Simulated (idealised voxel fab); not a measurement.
Process module, titled voxel spacer lines
FYI the section here is cut, 200 nm wide, cells are 5 nm squares.
Cross-section = grid of square cells, listed top down in bands; band = one or more rows. This entry defines a band. It first specifies the height of the band's top and the height of its bottom in nm, and then specifies the band's materials from left to right, stating each material with its width in nm. The word "throughout" identifies a single material that fills the band from edge to edge, while the word "empty" identifies empty space. Height is counted from the level 0, under which the received wafer is composed throughout of one material. The lowest of the bands is not closed at the bottom but continues downward, in the notation "from 0 down". So if you see something like "30..40" for the width, read it as the top row of the band sitting at the first number and the bottom row at the second, with every row in between moving by the same amount as the last. Key: "identical to before" - step with no changed cell in the cross-section. Closed empty spaces (no open way to the top) of 8 cells or more are what "Closed void entries" lists, each as width x height at distance from the left edge, nm for all three. What comes after the settings on a step's line is commentary from the simulator itself on that step. "overlay nm" on a masked step: distance the mask lay right of its planned place, negative for left.

**The following list gives the planned process steps**
1: RECEIVE: material Si
2: CONFORMAL_DEP: material Al2O3, thk nm 5
3: DIRECTIONAL_DEP: material TiN, thk nm 15
4: DIRECTIONAL_DEP: material aC, thk nm 25
5: PATTERN: tone cover, mask id MANDREL, material resist, width nm 20, pitch nm 60, thk nm 35, overlay nm 0
6: DIRECTIONAL_ETCH: etch materials aC, depth nm 25
7: STRIP: etch materials resist
8: CONFORMAL_DEP: material SiO2, thk nm 10
9: DIRECTIONAL_ETCH: etch materials SiO2, depth nm 10
10: STRIP: etch materials aC
11: DIRECTIONAL_ETCH: etch materials TiN, depth nm 15
12: STRIP: etch materials SiO2
13: FILL_DEP: material lowk, thk nm 5
14: CMP: height nm 20

**Wafer as received: cross-section following step 1**
  from 0 down | Si throughout
  Closed void entries: none

**Look at the cross-section after the module: the wafer started out the way shown above and the plan was the one shown above, yet one mistake was made along the way**
  from 20 to 5 | lowk (45), TiN (10), lowk (20), TiN (10), lowk (20), TiN (10), lowk (20), TiN (10), lowk (55)
  from 5 to 0 | Al2O3 throughout
  from 0 down | Si throughout
  Closed void entries: none
Deviation from plan: step 5 was processed under conditions differing from the plan, specifically as PATTERN: tone cover, mask id MANDREL, material resist, width nm 20, pitch nm 60, thk nm 35, overlay nm -5
